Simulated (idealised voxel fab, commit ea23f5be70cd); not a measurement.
This section sets out a process module, namely voxel plated lines.
FYI the section here is cut, 290 nm wide, cells are 5 nm squares.
Bands, listed from the top down, are how a cross-section gets written in this document; the cross-section itself is a grid of square cells, and a band is one or more rows of them. Read a band's entry like this: the first values are the height of its top and the height of its bottom in nm, and what follows is the sequence of materials from left to right, each with its width in nm. Note that "empty" is empty space, and that a single material marked "full width" reaches across the band from edge to edge. Height 0 is the level under which the wafer as received is all one material. The lowest band goes on downwards, as in "0 nm and below". It should be noted that a width expressed as "30..40" varies in equal increments from row to row of cells within the band, taking the value of the first number at the top row and that of the second number at the bottom row. For the purposes of this document, the phrase "left unchanged" attached to a step denotes that no cell within the cross-section was modified by that step. So "Closed void register" is basically the list of trapped voids: any empty space of 8 cells or more that can't reach the top through an opening. They're written width x height at distance, the distance being from the left edge, and it's all nm. Formally, on a step line, whatever follows the settings is a remark that the simulator itself makes on the step. "overlay nm" denotes, for a step that has a mask, the displacement of the mask to the right of its planned place, with negative values corresponding to the left.
-- Set out below are the planned steps of the process
step 1: RECEIVE: material Si
step 2: CONFORMAL_DEP: material Al2O3, thk nm 10
step 3: DIRECTIONAL_DEP: material TiN, thk nm 5
step 4: PATTERN: tone open, mask id LINES, material resist, width nm 20, pitch nm 35, thk nm 35, overlay nm 0
step 5: EPI: material Ru, thk nm 5
step 6: EPI: material Ru, thk nm 5
step 7: EPI: material Ru, thk nm 10
step 8: STRIP: etch materials resist
step 9: DIRECTIONAL_ETCH: etch materials TiN, depth nm 5
step 10: CONFORMAL_DEP: material SiCN, thk nm 5
-- Step 1 complete: cross-section of the wafer as received
- 0 nm and below  Si full width
- Closed void register: none
-- Figure: cross-sectional view of the wafer upon completion of the module, processed from the initial state and according to the plan depicted above, with one error introduced during execution
- 40 nm to 35 nm  empty (80); SiCN (25); empty (10); SiCN (25); empty (10); SiCN (25); empty (10); SiCN (25); empty (80)
- 35 nm to 15 nm  empty (80); SiCN (5); Ru (15); SiCN (5); empty (10); SiCN (5); Ru (15); SiCN (5); empty (10); SiCN (5); Ru (15); SiCN (5); empty (10); SiCN (5); Ru (15); SiCN (5); empty (80)
- 15 nm to 10 nm  SiCN (85); TiN (15); SiCN (20); TiN (15); SiCN (20); TiN (15); SiCN (20); TiN (15); SiCN (85)
- 10 nm to 0 nm  Al2O3 full width
- 0 nm and below  Si full width
- Closed void register: none
Deviation from plan: for step 4, the planned setting was not used; the step was instead run as PATTERN: tone open, mask id LINES, material resist, width nm 15, pitch nm 35, thk nm 35, overlay nm 0
